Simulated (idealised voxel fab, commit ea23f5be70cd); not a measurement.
This is a process module. Its name is voxel ribs on slabs.
The cross-section shown here is cut; it is 300 nm wide and divided into square cells measuring 5 nm on a side.
If you're reading a cross-section in this doc, picture square cells in a grid; it comes to you as bands, top ones listed first down to the bottom, and a band can be one or more rows of cells.
This entry defines a band. It first specifies the height of the band's top and the height of its bottom in nm, and then specifies the band's materials from left to right, stating each material with its width in nm. The word "edge to edge" identifies a single material that fills the band from edge to edge, while the word "empty" identifies empty space.
Heights from 0 (as-received wafer is one material below). Bottom band endless downward, as "z 0 and below".
Per-row width for "30->40": begins at first number (top row of band), ends at second number (bottom row), increment between rows held constant.
Given "remained the same" for a step, no cell of the cross-section differs between before and after that step.
You'll see "Closed-off voids" listing empty spaces that have no way open to the top, as long as they're 8 cells or more; the notation is width x height at distance, where the distance is from the left edge, and all of it is in nm.
after a step's settings: what the simulator itself notes on the step
The line of a step may include "overlay nm". On a step with a mask, this value is how far to the right of its planned place the mask lay. A negative value means the mask lay to the left.
# Here's what the planned process steps look like
1. RECEIVE: material Si
2. DIRECTIONAL_DEP: material SiO2, thk nm 30
3. DIRECTIONAL_DEP: material polySi, thk nm 20
4. MASKED_ETCH: tone cover, mask id RIB, width nm 20, etch materials polySi, depth nm 5, overlay nm 0
5. DIRECTIONAL_DEP: material aC, thk nm 10
6. PATTERN: tone cover, mask id SLAB, material resist, width nm 50, thk nm 30, overlay nm 0
7. DIRECTIONAL_ETCH: etch materials aC, depth nm 10
8. STRIP: etch materials resist
9. DIRECTIONAL_ETCH: etch materials polySi, depth nm 15
10. STRIP: etch materials aC
11. FILL_DEP: material SiO2, thk nm 25
12. CMP: height nm 70
13. DIRECTIONAL_DEP: material TiN, thk nm 10
14. PATTERN: tone cover, mask id HEATER, material resist, width nm 30, thk nm 15, overlay nm 0
15. DIRECTIONAL_ETCH: etch materials TiN, depth nm 10
16. STRIP: etch materials resist
17. CONFORMAL_DEP: material SiO2, thk nm 5
# Cross-section of the wafer upon arrival, representing the state reached after step 1
> z 0 and below  Si edge to edge
> Closed-off voids: none
# Module complete, cross-section. Starting point and plan per above. One mistake made in running the module
> z 80 to 70  empty=135, TiN=30, empty=135
> z 70 to 50  SiO2 edge to edge
> z 50 to 45  SiO2=140, polySi=20, SiO2=140
> z 45 to 30  SiO2=125, polySi=50, SiO2=125
> z 30 to 0  SiO2 edge to edge
> z 0 and below  Si edge to edge
> Closed-off voids: none
Want to know what went wrong? yeah, step 17 of the plan got skipped, never ran
